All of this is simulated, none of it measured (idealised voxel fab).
The process module that follows is named voxel transistor to metal.
Cross-section cut: width 200 nm, square cells of 5 nm.
If you're reading a cross-section in this doc, picture square cells in a grid; it comes to you as bands, top ones listed first down to the bottom, and a band can be one or more rows of cells.
This entry defines a band. It first specifies the height of the band's top and the height of its bottom in nm, and then specifies the band's materials from left to right, stating each material with its width in nm. The word "everywhere" identifies a single material that fills the band from edge to edge, while the word "air" identifies empty space.
Beneath 0, the wafer as received is one material, and that level is where height counting begins. The lowest band goes on downward without a bottom; it is written like "0..down".
The notation "30..40" denotes a width that varies across the rows of cells in the band, beginning at the first number in the top row, finishing at the second number in the bottom row, and changing by an identical amount from each row to the next.
Basically "identical to before" means that step didn't change any cell in the cross-section.
In "Unvented voids" the enclosed voids are listed, meaning empty spaces of 8 cells or larger without any opening to the top. The form is width x height at distance, distance from the left edge, units nm.
On each step's line, the part that comes after the settings is the simulator's own comment on the step.
Among the settings permitted on a step's line is "overlay nm"; applied to a step with a mask, it specifies the extent to which the mask lay to the right of its planned position, whereas a negative figure signifies a position to the left.
Each pair of cross-sections that follows straddles one process step: the one shows the state before the step, the other the state after it, down to the lowest band that changed and no further. The step in question, and its settings, are given under the pair. Note that a pair is not necessarily a continuation of the pair above it, since pairs can come from different runs of this module on the same starting wafer; it is a continuation only where its entry headed "Pre-process state" says so.
### Pre-process state
    65..45: lowk 55 nm, air 20 nm, lowk 55 nm, air 20 nm, lowk 50 nm
    45..40: SiCN everywhere
    40..30: SiO2 55 nm, TiN 5 nm, W 5 nm, TiN 5 nm, SiO2 60 nm, TiN 5 nm, W 5 nm, TiN 5 nm, SiO2 55 nm
    30..20: SiO2 55 nm, TiN 5 nm, W 5 nm, TiN 5 nm, SiO2 15 nm, SiN 5 nm, SiCN 20 nm, SiN 5 nm, SiO2 15 nm, TiN 5 nm, W 5 nm, TiN 5 nm, SiO2 55 nm
    20..10: SiO2 55 nm, TiN 5 nm, W 5 nm, TiN 5 nm, SiO2 15 nm, SiN 5 nm, polySi 20 nm, SiN 5 nm, SiO2 15 nm, TiN 5 nm, W 5 nm, TiN 5 nm, SiO2 55 nm
    10..5: SiO2 40 nm, SiN 5 nm, SiO2 10 nm, TiN 5 nm, W 5 nm, TiN 5 nm, SiO2 15 nm, SiN 5 nm, polySi 20 nm, SiN 5 nm, SiO2 15 nm, TiN 5 nm, W 5 nm, TiN 5 nm, SiO2 10 nm, SiN 5 nm, SiO2 40 nm
    5..0: SiO2 40 nm, SiN 5 nm, SiO2 10 nm, TiN 5 nm, W 5 nm, TiN 5 nm, SiO2 5 nm, SiGe 10 nm, SiN 5 nm, polySi 20 nm, SiN 5 nm, SiGe 10 nm, SiO2 5 nm, TiN 5 nm, W 5 nm, TiN 5 nm, SiO2 10 nm, SiN 5 nm, SiO2 40 nm
    0..-5: SiO2 55 nm, TiN 15 nm, SiO2 5 nm, SiGe 10 nm, SiO2 30 nm, SiGe 10 nm, SiO2 5 nm, TiN 15 nm, SiO2 55 nm
    -5..-15: SiO2 45 nm, SiGe 40 nm, Si 30 nm, SiGe 40 nm, SiO2 45 nm
    -15..-30: SiO2 45 nm, Si 110 nm, SiO2 45 nm
    -30..down: Si everywhere
    Unvented voids: none
### Resultant Cross-Section
    65..45: lowk 55 nm, air 20 nm, lowk 55 nm, air 20 nm, lowk 50 nm
    45..40: SiCN 55 nm, air 15 nm, SiCN 60 nm, air 15 nm, SiCN 55 nm
    Whatever lies below 40 is exactly as it was before.
    Unvented voids: none
Processing between the before and after sections above: op MASKED_ETCH | tone open | mask id METAL_1 | width nm 15 | pitch nm 75 | etch materials SiCN | depth nm 5 | overlay nm 0
Pre-process state: Reference is made to the cross-section shown after the step in the pair directly above, which represents the state prior to this step.
### Resultant Cross-Section
    70..65: TiN 60 nm, air 10 nm, TiN 65 nm, air 10 nm, TiN 55 nm
    65..50: lowk 55 nm, TiN 5 nm, air 10 nm, TiN 5 nm, lowk 55 nm, TiN 5 nm, air 10 nm, TiN 5 nm, lowk 50 nm
    50..45: lowk 55 nm, TiN 5 nm, air 5 nm, TiN 10 nm, lowk 55 nm, TiN 5 nm, air 5 nm, TiN 10 nm, lowk 50 nm
    45..40: SiCN 55 nm, TiN 15 nm, SiCN 60 nm, TiN 15 nm, SiCN 55 nm
    Whatever lies below 40 is exactly as it was before.
    Unvented voids: none
Processing between the before and after sections above: op CONFORMAL_DEP | material TiN | thk nm 5
Pre-process state: Reference is made to the cross-section shown after the step in the pair directly above, which represents the state prior to this step.
### Resultant Cross-Section
    75..70: Cu everywhere
    70..65: TiN 60 nm, Cu 10 nm, TiN 65 nm, Cu 10 nm, TiN 55 nm
    65..50: lowk 55 nm, TiN 5 nm, Cu 10 nm, TiN 5 nm, lowk 55 nm, TiN 5 nm, Cu 10 nm, TiN 5 nm, lowk 50 nm
    50..45: lowk 55 nm, TiN 5 nm, Cu 5 nm, TiN 10 nm, lowk 55 nm, TiN 5 nm, Cu 5 nm, TiN 10 nm, lowk 50 nm
    Whatever lies below 45 is exactly as it was before.
    Unvented voids: none
Processing between the before and after sections above: op FILL_DEP | material Cu | thk nm 5
Pre-process state: Reference is made to the cross-section shown after the step in the pair directly above, which represents the state prior to this step.
### Resultant Cross-Section
    65..50: lowk 55 nm, TiN 5 nm, Cu 10 nm, TiN 5 nm, lowk 55 nm, TiN 5 nm, Cu 10 nm, TiN 5 nm, lowk 50 nm
    Whatever lies below 50 is exactly as it was before.
    Unvented voids: none
Processing between the before and after sections above: op CMP | height nm 65
Pre-process state: Reference is made to the cross-section shown after the step in the pair directly above, which represents the state prior to this step.
### Resultant Cross-Section
    70..65: air 50 nm, Ru 30 nm, air 45 nm, Ru 30 nm, air 45 nm
    Whatever lies below 65 is exactly as it was before.
    Unvented voids: none
Processing between the before and after sections above: op EPI | material Ru | thk nm 5
Pre-process state: Reference is made to the cross-section shown after the step in the pair directly above, which represents the state prior to this step.
### Resultant Cross-Section
    75..70: SiCN everywhere
    70..65: SiCN 50 nm, Ru 30 nm, SiCN 45 nm, Ru 30 nm, SiCN 45 nm
    Whatever lies below 65 is exactly as it was before.
    Unvented voids: none
Processing between the before and after sections above: op FILL_DEP | material SiCN | thk nm 5
### Pre-process state
    65..45: lowk 55 nm, air 15 nm, lowk 60 nm, air 15 nm, lowk 55 nm
    45..40: SiCN everywhere
    40..30: SiO2 55 nm, TiN 5 nm, W 5 nm, TiN 5 nm, SiO2 60 nm, TiN 5 nm, W 5 nm, TiN 5 nm, SiO2 55 nm
    30..20: SiO2 55 nm, TiN 5 nm, W 5 nm, TiN 5 nm, SiO2 15 nm, SiN 5 nm, SiCN 20 nm, SiN 5 nm, SiO2 15 nm, TiN 5 nm, W 5 nm, TiN 5 nm, SiO2 55 nm
    20..10: SiO2 55 nm, TiN 5 nm, W 5 nm, TiN 5 nm, SiO2 15 nm, SiN 5 nm, polySi 20 nm, SiN 5 nm, SiO2 15 nm, TiN 5 nm, W 5 nm, TiN 5 nm, SiO2 55 nm
    10..5: SiO2 40 nm, SiN 5 nm, SiO2 10 nm, TiN 5 nm, W 5 nm, TiN 5 nm, SiO2 15 nm, SiN 5 nm, polySi 20 nm, SiN 5 nm, SiO2 15 nm, TiN 5 nm, W 5 nm, TiN 5 nm, SiO2 10 nm, SiN 5 nm, SiO2 40 nm
    5..0: SiO2 40 nm, SiN 5 nm, SiO2 10 nm, TiN 5 nm, W 5 nm, TiN 5 nm, SiO2 5 nm, SiGe 10 nm, SiN 5 nm, polySi 20 nm, SiN 5 nm, SiGe 10 nm, SiO2 5 nm, TiN 5 nm, W 5 nm, TiN 5 nm, SiO2 10 nm, SiN 5 nm, SiO2 40 nm
    0..-5: SiO2 55 nm, TiN 15 nm, SiO2 5 nm, SiGe 10 nm, SiO2 30 nm, SiGe 10 nm, SiO2 5 nm, TiN 15 nm, SiO2 55 nm
    -5..-15: SiO2 45 nm, SiGe 40 nm, Si 30 nm, SiGe 40 nm, SiO2 45 nm
    -15..-30: SiO2 45 nm, Si 110 nm, SiO2 45 nm
    -30..down: Si everywhere
    Unvented voids: none
### Resultant Cross-Section
    65..45: lowk 55 nm, air 15 nm, lowk 60 nm, air 15 nm, lowk 55 nm
    45..40: SiCN 65 nm, air 5 nm, SiCN 70 nm, air 5 nm, SiCN 55 nm
    Whatever lies below 40 is exactly as it was before.
    Unvented voids: none
Processing between the before and after sections above: op MASKED_ETCH | tone open | mask id METAL_1 | width nm 15 | pitch nm 75 | etch materials SiCN | depth nm 5 | overlay nm 10
Pre-process state: Reference is made to the cross-section shown after the step in the pair directly above, which represents the state prior to this step.
### Resultant Cross-Section
    70..65: TiN 60 nm, air 5 nm, TiN 70 nm, air 5 nm, TiN 60 nm
    65..50: lowk 55 nm, TiN 5 nm, air 5 nm, TiN 5 nm, lowk 60 nm, TiN 5 nm, air 5 nm, TiN 5 nm, lowk 55 nm
    50..45: lowk 55 nm, TiN 15 nm, lowk 60 nm, TiN 15 nm, lowk 55 nm
    45..40: SiCN 65 nm, TiN 5 nm, SiCN 70 nm, TiN 5 nm, SiCN 55 nm
    Whatever lies below 40 is exactly as it was before.
    Unvented voids: none
Processing between the before and after sections above: op CONFORMAL_DEP | material TiN | thk nm 5
Pre-process state: Reference is made to the cross-section shown after the step in the pair directly above, which represents the state prior to this step.
### Resultant Cross-Section
    75..70: Cu everywhere
    70..65: TiN 60 nm, Cu 5 nm, TiN 70 nm, Cu 5 nm, TiN 60 nm
    65..50: lowk 55 nm, TiN 5 nm, Cu 5 nm, TiN 5 nm, lowk 60 nm, TiN 5 nm, Cu 5 nm, TiN 5 nm, lowk 55 nm
    Whatever lies below 50 is exactly as it was before.
    Unvented voids: none
Processing between the before and after sections above: op FILL_DEP | material Cu | thk nm 5
Pre-process state: Reference is made to the cross-section shown after the step in the pair directly above, which represents the state prior to this step.
### Resultant Cross-Section
    65..50: lowk 55 nm, TiN 5 nm, Cu 5 nm, TiN 5 nm, lowk 60 nm, TiN 5 nm, Cu 5 nm, TiN 5 nm, lowk 55 nm
    Whatever lies below 50 is exactly as it was before.
    Unvented voids: none
Processing between the before and after sections above: op CMP | height nm 65
Pre-process state: Reference is made to the cross-section shown after the step in the pair directly above, which represents the state prior to this step.
### Resultant Cross-Section
    70..65: air 50 nm, Ru 25 nm, air 50 nm, Ru 25 nm, air 50 nm
    Whatever lies below 65 is exactly as it was before.
    Unvented voids: none
Processing between the before and after sections above: op EPI | material Ru | thk nm 5
Pre-process state: Reference is made to the cross-section shown after the step in the pair directly above, which represents the state prior to this step.
### Resultant Cross-Section
    75..70: SiCN everywhere
    70..65: SiCN 50 nm, Ru 25 nm, SiCN 50 nm, Ru 25 nm, SiCN 50 nm
    Whatever lies below 65 is exactly as it was before.
    Unvented voids: none
Processing between the before and after sections above: op FILL_DEP | material SiCN | thk nm 5
### Pre-process state
    0..down: Si everywhere
    Unvented voids: none
### Resultant Cross-Section
    5..0: polySi everywhere
    Whatever lies below 0 is exactly as it was before.
    Unvented voids: none
Processing between the before and after sections above: op CONFORMAL_DEP | material polySi | thk nm 5
Pre-process state: Reference is made to the cross-section shown after the step in the pair directly above, which represents the state prior to this step.
### Resultant Cross-Section
    20..5: SiN everywhere
    Whatever lies below 5 is exactly as it was before.
    Unvented voids: none
Processing between the before and after sections above: op CONFORMAL_DEP | material SiN | thk nm 15
Pre-process state: Reference is made to the cross-section shown after the step in the pair directly above, which represents the state prior to this step.
### Resultant Cross-Section
    20..5: air 45 nm, SiN 110 nm, air 45 nm
    Whatever lies below 5 is exactly as it was before.
    Unvented voids: none
Processing between the before and after sections above: op MASKED_ETCH | tone cover | mask id ACTIVE | width nm 110 | etch materials SiN | depth nm 15 | overlay nm 0
Pre-process state: Reference is made to the cross-section shown after the step in the pair directly above, which represents the state prior to this step.
### Resultant Cross-Section
    20..5: air 45 nm, SiN 110 nm, air 45 nm
    5..0: air 45 nm, polySi 110 nm, air 45 nm
    0..-25: air 45 nm, Si 110 nm, air 45 nm
    Whatever lies below -25 is exactly as it was before.
    Unvented voids: none
Processing between the before and after sections above: op MASKED_ETCH | tone cover | mask id ACTIVE | width nm 110 | etch materials Si | depth nm 30 | overlay nm 0
Pre-process state: Reference is made to the cross-section shown after the step in the pair directly above, which represents the state prior to this step.
### Resultant Cross-Section
    35..20: SiO2 everywhere
    20..5: SiO2 45 nm, SiN 110 nm, SiO2 45 nm
    5..0: SiO2 45 nm, polySi 110 nm, SiO2 45 nm
    0..-25: SiO2 45 nm, Si 110 nm, SiO2 45 nm
    Whatever lies below -25 is exactly as it was before.
    Unvented voids: none
Processing between the before and after sections above: op FILL_DEP | material SiO2 | thk nm 15
Pre-process state: Reference is made to the cross-section shown after the step in the pair directly above, which represents the state prior to this step.
### Resultant Cross-Section
    20..5: SiO2 45 nm, SiN 110 nm, SiO2 45 nm
    Whatever lies below 5 is exactly as it was before.
    Unvented voids: none
Processing between the before and after sections above: op CMP | height nm 20
Pre-process state: Reference is made to the cross-section shown after the step in the pair directly above, which represents the state prior to this step.
### Resultant Cross-Section
    20..15: air 45 nm, SiN 110 nm, air 45 nm
    Whatever lies below 15 is exactly as it was before.
    Unvented voids: none
Processing between the before and after sections above: op SELECTIVE_ETCH | etch materials SiO2 | depth nm 5
Pre-process state: Reference is made to the cross-section shown after the step in the pair directly above, which represents the state prior to this step.
### Resultant Cross-Section
    15..5: SiO2 45 nm, air 110 nm, SiO2 45 nm
    Whatever lies below 5 is exactly as it was before.
    Unvented voids: none
Processing between the before and after sections above: op STRIP | etch materials SiN
Pre-process state: Reference is made to the cross-section shown after the step in the pair directly above, which represents the state prior to this step.
### Resultant Cross-Section
    10..5: SiO2 40 nm, air 120 nm, SiO2 40 nm
    5..0: SiO2 40 nm, air 5 nm, polySi 110 nm, air 5 nm, SiO2 40 nm
    Whatever lies below 0 is exactly as it was before.
    Unvented voids: none
Processing between the before and after sections above: op SELECTIVE_ETCH | etch materials SiO2 | depth nm 5
Pre-process state: Reference is made to the cross-section shown after the step in the pair directly above, which represents the state prior to this step.
### Resultant Cross-Section
    10..5: SiO2 40 nm, air 120 nm, SiO2 40 nm
    5..0: SiO2 40 nm, air 5 nm, SiO2 110 nm, air 5 nm, SiO2 40 nm
    0..-5: SiO2 50 nm, Si 100 nm, SiO2 50 nm
    Whatever lies below -5 is exactly as it was before.
    Unvented voids: none
Processing between the before and after sections above: op OXIDIZE | depth nm 5
Pre-process state: Reference is made to the cross-section shown after the step in the pair directly above, which represents the state prior to this step.
### Resultant Cross-Section
    30..25: polySi 40 nm, air 120 nm, polySi 40 nm
    25..20: polySi 40 nm, air 5 nm, polySi 110 nm, air 5 nm, polySi 40 nm
    20..10: polySi everywhere
    10..5: SiO2 40 nm, polySi 120 nm, SiO2 40 nm
    5..0: SiO2 40 nm, polySi 5 nm, SiO2 110 nm, polySi 5 nm, SiO2 40 nm
    Whatever lies below 0 is exactly as it was before.
    Unvented voids: none
Processing between the before and after sections above: op DIRECTIONAL_DEP | material polySi | thk nm 20
Pre-process state: Reference is made to the cross-section shown after the step in the pair directly above, which represents the state prior to this step.
### Resultant Cross-Section
    40..35: SiCN 40 nm, air 120 nm, SiCN 40 nm
    35..30: SiCN 40 nm, air 5 nm, SiCN 110 nm, air 5 nm, SiCN 40 nm
    30..25: polySi 40 nm, SiCN 120 nm, polySi 40 nm
    25..20: polySi 40 nm, SiCN 5 nm, polySi 110 nm, SiCN 5 nm, polySi 40 nm
    Whatever lies below 20 is exactly as it was before.
    Unvented voids: none
Processing between the before and after sections above: op DIRECTIONAL_DEP | material SiCN | thk nm 10
Pre-process state: Reference is made to the cross-section shown after the step in the pair directly above, which represents the state prior to this step.
### Resultant Cross-Section
    60..40: air 90 nm, resist 20 nm, air 90 nm
    40..35: SiCN 40 nm, air 50 nm, resist 20 nm, air 50 nm, SiCN 40 nm
    Whatever lies below 35 is exactly as it was before.
    Unvented voids: none
Processing between the before and after sections above: op PATTERN | tone cover | mask id GATE | material resist | width nm 20 | thk nm 20 | overlay nm 0
Pre-process state: Reference is made to the cross-section shown after the step in the pair directly above, which represents the state prior to this step.
### Resultant Cross-Section
    60..35: air 90 nm, resist 20 nm, air 90 nm
    35..30: air 90 nm, SiCN 20 nm, air 90 nm
    30..25: polySi 40 nm, air 50 nm, SiCN 20 nm, air 50 nm, polySi 40 nm
    25..20: polySi 40 nm, air 5 nm, polySi 110 nm, air 5 nm, polySi 40 nm
    Whatever lies below 20 is exactly as it was before.
    Unvented voids: none
Processing between the before and after sections above: op DIRECTIONAL_ETCH | etch materials SiCN | depth nm 20
Pre-process state: Reference is made to the cross-section shown after the step in the pair directly above, which represents the state prior to this step.
### Resultant Cross-Section
    60..35: air 90 nm, resist 20 nm, air 90 nm
    35..25: air 90 nm, SiCN 20 nm, air 90 nm
    25..10: air 90 nm, polySi 20 nm, air 90 nm
    10..5: SiO2 40 nm, air 50 nm, polySi 20 nm, air 50 nm, SiO2 40 nm
    5..0: SiO2 40 nm, air 5 nm, SiO2 110 nm, air 5 nm, SiO2 40 nm
    Whatever lies below 0 is exactly as it was before.
    Unvented voids: none
Processing between the before and after sections above: op DIRECTIONAL_ETCH | etch materials polySi | depth nm 30
Pre-process state: Reference is made to the cross-section shown after the step in the pair directly above, which represents the state prior to this step.
### Resultant Cross-Section
    35..25: air 90 nm, SiCN 20 nm, air 90 nm
    Whatever lies below 25 is exactly as it was before.
    Unvented voids: none
Processing between the before and after sections above: op STRIP | etch materials resist
Pre-process state: Reference is made to the cross-section shown after the step in the pair directly above, which represents the state prior to this step.
### Resultant Cross-Section
    40..35: air 85 nm, SiN 30 nm, air 85 nm
    35..25: air 85 nm, SiN 5 nm, SiCN 20 nm, SiN 5 nm, air 85 nm
    25..15: air 85 nm, SiN 5 nm, polySi 20 nm, SiN 5 nm, air 85 nm
    15..10: SiN 45 nm, air 40 nm, SiN 5 nm, polySi 20 nm, SiN 5 nm, air 40 nm, SiN 45 nm
    10..5: SiO2 40 nm, SiN 50 nm, polySi 20 nm, SiN 50 nm, SiO2 40 nm
    5..0: SiO2 40 nm, SiN 5 nm, SiO2 110 nm, SiN 5 nm, SiO2 40 nm
    Whatever lies below 0 is exactly as it was before.
    Unvented voids: none
Processing between the before and after sections above: op CONFORMAL_DEP | material SiN | thk nm 5
Pre-process state: Reference is made to the cross-section shown after the step in the pair directly above, which represents the state prior to this step.
### Resultant Cross-Section
    35..25: air 85 nm, SiN 5 nm, SiCN 20 nm, SiN 5 nm, air 85 nm
    25..10: air 85 nm, SiN 5 nm, polySi 20 nm, SiN 5 nm, air 85 nm
    10..5: SiO2 40 nm, SiN 5 nm, air 40 nm, SiN 5 nm, polySi 20 nm, SiN 5 nm, air 40 nm, SiN 5 nm, SiO2 40 nm
    Whatever lies below 5 is exactly as it was before.
    Unvented voids: none
Processing between the before and after sections above: op DIRECTIONAL_ETCH | etch materials SiN | depth nm 5
Pre-process state: Reference is made to the cross-section shown after the step in the pair directly above, which represents the state prior to this step.
### Resultant Cross-Section
    35..25: air 85 nm, SiN 5 nm, SiCN 20 nm, SiN 5 nm, air 85 nm
    25..10: air 85 nm, SiN 5 nm, polySi 20 nm, SiN 5 nm, air 85 nm
    10..5: air 40 nm, SiN 5 nm, air 40 nm, SiN 5 nm, polySi 20 nm, SiN 5 nm, air 40 nm, SiN 5 nm, air 40 nm
    5..0: SiO2 40 nm, SiN 5 nm, air 40 nm, SiO2 30 nm, air 40 nm, SiN 5 nm, SiO2 40 nm
    Whatever lies below 0 is exactly as it was before.
    Unvented voids: none
Processing between the before and after sections above: op DIRECTIONAL_ETCH | etch materials SiO2 | depth nm 5
Pre-process state: Reference is made to the cross-section shown after the step in the pair directly above, which represents the state prior to this step.
### Resultant Cross-Section
    35..25: air 85 nm, SiN 5 nm, SiCN 20 nm, SiN 5 nm, air 85 nm
    25..10: air 85 nm, SiN 5 nm, polySi 20 nm, SiN 5 nm, air 85 nm
    10..5: air 40 nm, SiN 5 nm, air 40 nm, SiN 5 nm, polySi 20 nm, SiN 5 nm, air 40 nm, SiN 5 nm, air 40 nm
    5..0: SiO2 40 nm, SiN 5 nm, air 40 nm, SiO2 30 nm, air 40 nm, SiN 5 nm, SiO2 40 nm
    0..-5: SiO2 50 nm, air 35 nm, Si 30 nm, air 35 nm, SiO2 50 nm
    -5..-10: SiO2 45 nm, Si 5 nm, air 35 nm, Si 30 nm, air 35 nm, Si 5 nm, SiO2 45 nm
    Whatever lies below -10 is exactly as it was before.
    Unvented voids: none
Processing between the before and after sections above: op DIRECTIONAL_ETCH | etch materials Si | depth nm 10
Pre-process state: Reference is made to the cross-section shown after the step in the pair directly above, which represents the state prior to this step.
### Resultant Cross-Section
    35..25: air 85 nm, SiN 5 nm, SiCN 20 nm, SiN 5 nm, air 85 nm
    25..10: air 85 nm, SiN 5 nm, polySi 20 nm, SiN 5 nm, air 85 nm
    10..5: air 40 nm, SiN 5 nm, air 30 nm, SiGe 10 nm, SiN 5 nm, polySi 20 nm, SiN 5 nm, SiGe 10 nm, air 30 nm, SiN 5 nm, air 40 nm
    5..0: SiO2 40 nm, SiN 5 nm, SiGe 15 nm, air 15 nm, SiGe 10 nm, SiO2 30 nm, SiGe 10 nm, air 15 nm, SiGe 15 nm, SiN 5 nm, SiO2 40 nm
    0..-5: SiO2 50 nm, SiGe 35 nm, Si 30 nm, SiGe 35 nm, SiO2 50 nm
    -5..-10: SiO2 45 nm, Si 5 nm, SiGe 35 nm, Si 30 nm, SiGe 35 nm, Si 5 nm, SiO2 45 nm
    Whatever lies below -10 is exactly as it was before.
    Unvented voids: none
Processing between the before and after sections above: op EPI | material SiGe | thk nm 10
Pre-process state: Reference is made to the cross-section shown after the step in the pair directly above, which represents the state prior to this step.
### Resultant Cross-Section
    45..35: SiO2 everywhere
    35..25: SiO2 85 nm, SiN 5 nm, SiCN 20 nm, SiN 5 nm, SiO2 85 nm
    25..10: SiO2 85 nm, SiN 5 nm, polySi 20 nm, SiN 5 nm, SiO2 85 nm
    10..5: SiO2 40 nm, SiN 5 nm, SiO2 30 nm, SiGe 10 nm, SiN 5 nm, polySi 20 nm, SiN 5 nm, SiGe 10 nm, SiO2 30 nm, SiN 5 nm, SiO2 40 nm
    5..0: SiO2 40 nm, SiN 5 nm, SiGe 15 nm, SiO2 15 nm, SiGe 10 nm, SiO2 30 nm, SiGe 10 nm, SiO2 15 nm, SiGe 15 nm, SiN 5 nm, SiO2 40 nm
    Whatever lies below 0 is exactly as it was before.
    Unvented voids: none
Processing between the before and after sections above: op FILL_DEP | material SiO2 | thk nm 10
Pre-process state: Reference is made to the cross-section shown after the step in the pair directly above, which represents the state prior to this step.
### Resultant Cross-Section
    30..25: SiO2 85 nm, SiN 5 nm, SiCN 20 nm, SiN 5 nm, SiO2 85 nm
    Whatever lies below 25 is exactly as it was before.
    Unvented voids: none
Processing between the before and after sections above: op CMP | height nm 30
Pre-process state: Reference is made to the cross-section shown after the step in the pair directly above, which represents the state prior to this step.
### Resultant Cross-Section
    40..30: SiO2 everywhere
    Whatever lies below 30 is exactly as it was before.
    Unvented voids: none
Processing between the before and after sections above: op DIRECTIONAL_DEP | material SiO2 | thk nm 10
Pre-process state: Reference is made to the cross-section shown after the step in the pair directly above, which represents the state prior to this step.
### Resultant Cross-Section
    40..30: SiO2 55 nm, air 15 nm, SiO2 60 nm, air 15 nm, SiO2 55 nm
    30..25: SiO2 55 nm, air 15 nm, SiO2 15 nm, SiN 5 nm, SiCN 20 nm, SiN 5 nm, SiO2 15 nm, air 15 nm, SiO2 55 nm
    25..10: SiO2 55 nm, air 15 nm, SiO2 15 nm, SiN 5 nm, polySi 20 nm, SiN 5 nm, SiO2 15 nm, air 15 nm, SiO2 55 nm
    10..5: SiO2 40 nm, SiN 5 nm, SiO2 10 nm, air 15 nm, SiO2 5 nm, SiGe 10 nm, SiN 5 nm, polySi 20 nm, SiN 5 nm, SiGe 10 nm, SiO2 5 nm, air 15 nm, SiO2 10 nm, SiN 5 nm, SiO2 40 nm
    5..0: SiO2 40 nm, SiN 5 nm, SiGe 15 nm, air 10 nm, SiO2 5 nm, SiGe 10 nm, SiO2 30 nm, SiGe 10 nm, SiO2 5 nm, air 10 nm, SiGe 15 nm, SiN 5 nm, SiO2 40 nm
    Whatever lies below 0 is exactly as it was before.
    Unvented voids: none
Processing between the before and after sections above: op MASKED_ETCH | tone open | mask id CONTACT | width nm 15 | pitch nm 75 | etch materials SiO2 | depth nm 45 | overlay nm 0
Pre-process state: Reference is made to the cross-section shown after the step in the pair directly above, which represents the state prior to this step.
### Resultant Cross-Section
    45..40: TiN 60 nm, air 5 nm, TiN 70 nm, air 5 nm, TiN 60 nm
    40..30: SiO2 55 nm, TiN 5 nm, air 5 nm, TiN 5 nm, SiO2 60 nm, TiN 5 nm, air 5 nm, TiN 5 nm, SiO2 55 nm
    30..25: SiO2 55 nm, TiN 5 nm, air 5 nm, TiN 5 nm, SiO2 15 nm, SiN 5 nm, SiCN 20 nm, SiN 5 nm, SiO2 15 nm, TiN 5 nm, air 5 nm, TiN 5 nm, SiO2 55 nm
    25..10: SiO2 55 nm, TiN 5 nm, air 5 nm, TiN 5 nm, SiO2 15 nm, SiN 5 nm, polySi 20 nm, SiN 5 nm, SiO2 15 nm, TiN 5 nm, air 5 nm, TiN 5 nm, SiO2 55 nm
    10..5: SiO2 40 nm, SiN 5 nm, SiO2 10 nm, TiN 15 nm, SiO2 5 nm, SiGe 10 nm, SiN 5 nm, polySi 20 nm, SiN 5 nm, SiGe 10 nm, SiO2 5 nm, TiN 15 nm, SiO2 10 nm, SiN 5 nm, SiO2 40 nm
    5..0: SiO2 40 nm, SiN 5 nm, SiGe 15 nm, TiN 10 nm, SiO2 5 nm, SiGe 10 nm, SiO2 30 nm, SiGe 10 nm, SiO2 5 nm, TiN 10 nm, SiGe 15 nm, SiN 5 nm, SiO2 40 nm
    Whatever lies below 0 is exactly as it was before.
    Unvented voids: none
Processing between the before and after sections above: op CONFORMAL_DEP | material TiN | thk nm 5
Pre-process state: Reference is made to the cross-section shown after the step in the pair directly above, which represents the state prior to this step.
### Resultant Cross-Section
    55..45: W everywhere
    45..40: TiN 60 nm, W 5 nm, TiN 70 nm, W 5 nm, TiN 60 nm
    40..30: SiO2 55 nm, TiN 5 nm, W 5 nm, TiN 5 nm, SiO2 60 nm, TiN 5 nm, W 5 nm, TiN 5 nm, SiO2 55 nm
    30..25: SiO2 55 nm, TiN 5 nm, W 5 nm, TiN 5 nm, SiO2 15 nm, SiN 5 nm, SiCN 20 nm, SiN 5 nm, SiO2 15 nm, TiN 5 nm, W 5 nm, TiN 5 nm, SiO2 55 nm
    25..10: SiO2 55 nm, TiN 5 nm, W 5 nm, TiN 5 nm, SiO2 15 nm, SiN 5 nm, polySi 20 nm, SiN 5 nm, SiO2 15 nm, TiN 5 nm, W 5 nm, TiN 5 nm, SiO2 55 nm
    Whatever lies below 10 is exactly as it was before.
    Unvented voids: none
Processing between the before and after sections above: op FILL_DEP | material W | thk nm 10
Pre-process state: Reference is made to the cross-section shown after the step in the pair directly above, which represents the state prior to this step.
### Resultant Cross-Section
    40..30: SiO2 55 nm, TiN 5 nm, W 5 nm, TiN 5 nm, SiO2 60 nm, TiN 5 nm, W 5 nm, TiN 5 nm, SiO2 55 nm
    Whatever lies below 30 is exactly as it was before.
    Unvented voids: none
Processing between the before and after sections above: op CMP | height nm 40
Pre-process state: Reference is made to the cross-section shown after the step in the pair directly above, which represents the state prior to this step.
### Resultant Cross-Section
    45..40: SiCN everywhere
    Whatever lies below 40 is exactly as it was before.
    Unvented voids: none
Processing between the before and after sections above: op CONFORMAL_DEP | material SiCN | thk nm 5
Pre-process state: Reference is made to the cross-section shown after the step in the pair directly above, which represents the state prior to this step.
### Resultant Cross-Section
    65..45: lowk everywhere
    Whatever lies below 45 is exactly as it was before.
    Unvented voids: none
Processing between the before and after sections above: op DIRECTIONAL_DEP | material lowk | thk nm 20
Pre-process state: Reference is made to the cross-section shown after the step in the pair directly above, which represents the state prior to this step.
### Resultant Cross-Section
    65..45: lowk 55 nm, air 15 nm, lowk 60 nm, air 15 nm, lowk 55 nm
    Whatever lies below 45 is exactly as it was before.
    Unvented voids: none
Processing between the before and after sections above: op MASKED_ETCH | tone open | mask id METAL_1 | width nm 15 | pitch nm 75 | etch materials lowk | depth nm 20 | overlay nm 0
Pre-process state: Reference is made to the cross-section shown after the step in the pair directly above, which represents the state prior to this step.
### Resultant Cross-Section
    65..45: lowk 55 nm, air 15 nm, lowk 60 nm, air 15 nm, lowk 55 nm
    45..40: SiCN 55 nm, air 15 nm, SiCN 60 nm, air 15 nm, SiCN 55 nm
    Whatever lies below 40 is exactly as it was before.
    Unvented voids: none
Processing between the before and after sections above: op MASKED_ETCH | tone open | mask id METAL_1 | width nm 15 | pitch nm 75 | etch materials SiCN | depth nm 5 | overlay nm 0
Pre-process state: Reference is made to the cross-section shown after the step in the pair directly above, which represents the state prior to this step.
### Resultant Cross-Section
    70..65: TiN 60 nm, air 5 nm, TiN 70 nm, air 5 nm, TiN 60 nm
    65..45: lowk 55 nm, TiN 5 nm, air 5 nm, TiN 5 nm, lowk 60 nm, TiN 5 nm, air 5 nm, TiN 5 nm, lowk 55 nm
    45..40: SiCN 55 nm, TiN 15 nm, SiCN 60 nm, TiN 15 nm, SiCN 55 nm
    Whatever lies below 40 is exactly as it was before.
    Unvented voids: none
Processing between the before and after sections above: op CONFORMAL_DEP | material TiN | thk nm 5
Pre-process state: Reference is made to the cross-section shown after the step in the pair directly above, which represents the state prior to this step.
### Resultant Cross-Section
    75..70: Cu everywhere
    70..65: TiN 60 nm, Cu 5 nm, TiN 70 nm, Cu 5 nm, TiN 60 nm
    65..45: lowk 55 nm, TiN 5 nm, Cu 5 nm, TiN 5 nm, lowk 60 nm, TiN 5 nm, Cu 5 nm, TiN 5 nm, lowk 55 nm
    Whatever lies below 45 is exactly as it was before.
    Unvented voids: none
Processing between the before and after sections above: op FILL_DEP | material Cu | thk nm 5
Pre-process state: Reference is made to the cross-section shown after the step in the pair directly above, which represents the state prior to this step.
### Resultant Cross-Section
    65..45: lowk 55 nm, TiN 5 nm, Cu 5 nm, TiN 5 nm, lowk 60 nm, TiN 5 nm, Cu 5 nm, TiN 5 nm, lowk 55 nm
    Whatever lies below 45 is exactly as it was before.
    Unvented voids: none
Processing between the before and after sections above: op CMP | height nm 65
